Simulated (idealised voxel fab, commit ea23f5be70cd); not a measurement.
The following process module bears the name voxel fin reveal.
cross-section cut | 270 nm wide | cells 5 nm
A cross-section is written here as square cells arranged in a grid, and it is given in bands from the top down, each band taking up one or more rows of cells.
Heads up on the band format: heights come first, top then bottom, in nm. After that it's the materials left to right, each with its width in nm. A single material flagged "full width" fills the whole band edge to edge, and "air" means there's empty space there.
Heights are expressed relative to 0, this being the level below which the as-received wafer comprises one material exclusively. The lowest band is unbounded in the downward direction and is denoted as in "0..down".
So if you see something like "30->40" for the width, read it as the top row of the band sitting at the first number and the bottom row at the second, with every row in between moving by the same amount as the last.
Where the words "nothing was modified" appear for a step, the cross-section shows no cell changed by that step; every cell remained as before.
Voids not open to the top, 8 cells minimum: see "Sealed void listing". Written width x height at distance; distance is from the left edge; nm.
Formally, on a step line, whatever follows the settings is a remark that the simulator itself makes on the step.
What "overlay nm" on a step's line means: if the step has a mask, that mask lay this far to the right of its planned place, or, when the value is negative, to the left.
# List of planned process steps
| 1 | RECEIVE with material Si |
| 2 | CONFORMAL_DEP with material SiN, thk nm 10 |
| 3 | MASKED_ETCH with tone cover, mask id FINS, width nm 15, pitch nm 40, etch materials SiN, depth nm 5, overlay nm 0 |
| 4 | MASKED_ETCH with tone cover, mask id FINS, width nm 15, pitch nm 40, etch materials Si, depth nm 30, overlay nm 0 |
| 5 | OXIDIZE with depth nm 5 |
| 6 | FILL_DEP with material SiO2, thk nm 5 |
| 7 | CMP with height nm 10 |
| 8 | SELECTIVE_ETCH with etch materials SiO2, depth nm 30 |
| 9 | STRIP with etch materials SiN |
| 10 | CONFORMAL_DEP with material HfO2, thk nm 5 |
Among the wafers covered here, the point of difference is the depth nm at step 3; their starting state is shared, and the plan presents the value of the first wafer.
# The as-received cross-section of the first of several wafers corresponds to the state after step 1
    0..down | Si full width
    Sealed void listing: none
# Post step 10, the closing step of the module: first of several wafers, cross-sectioned
    5..0 | HfO2 full width
    0..down | Si full width
    Sealed void listing: none
# End of module, last wafer sectioned
    5..0 | 105 nm air  15 nm HfO2  25 nm air  15 nm HfO2  110 nm air
    0..-15 | 105 nm air  5 nm HfO2  5 nm Si  5 nm HfO2  25 nm air  5 nm HfO2  5 nm Si  5 nm HfO2  110 nm air
    -15..-20 | 110 nm HfO2  5 nm Si  35 nm HfO2  5 nm Si  115 nm HfO2
    -20..-35 | 110 nm SiO2  5 nm Si  35 nm SiO2  5 nm Si  115 nm SiO2
    -35..down | Si full width
    Sealed void listing: none
# The following table contains a row per wafer, in which are reported, at the conclusion of the module, the cells of each material gained (+) or lost (-) since the wafer's receipt, with its closed voids given thereafter
depth nm 5, +54 HfO2, Sealed void listing: none
depth nm 10, +70 HfO2, -364 Si, +156 SiO2, Sealed void listing: none
depth nm 15, +70 HfO2, -364 Si, +156 SiO2, Sealed void listing: none
depth nm 20, +70 HfO2, -364 Si, +156 SiO2, Sealed void listing: none
depth nm 25, +70 HfO2, -364 Si, +156 SiO2, Sealed void listing: none
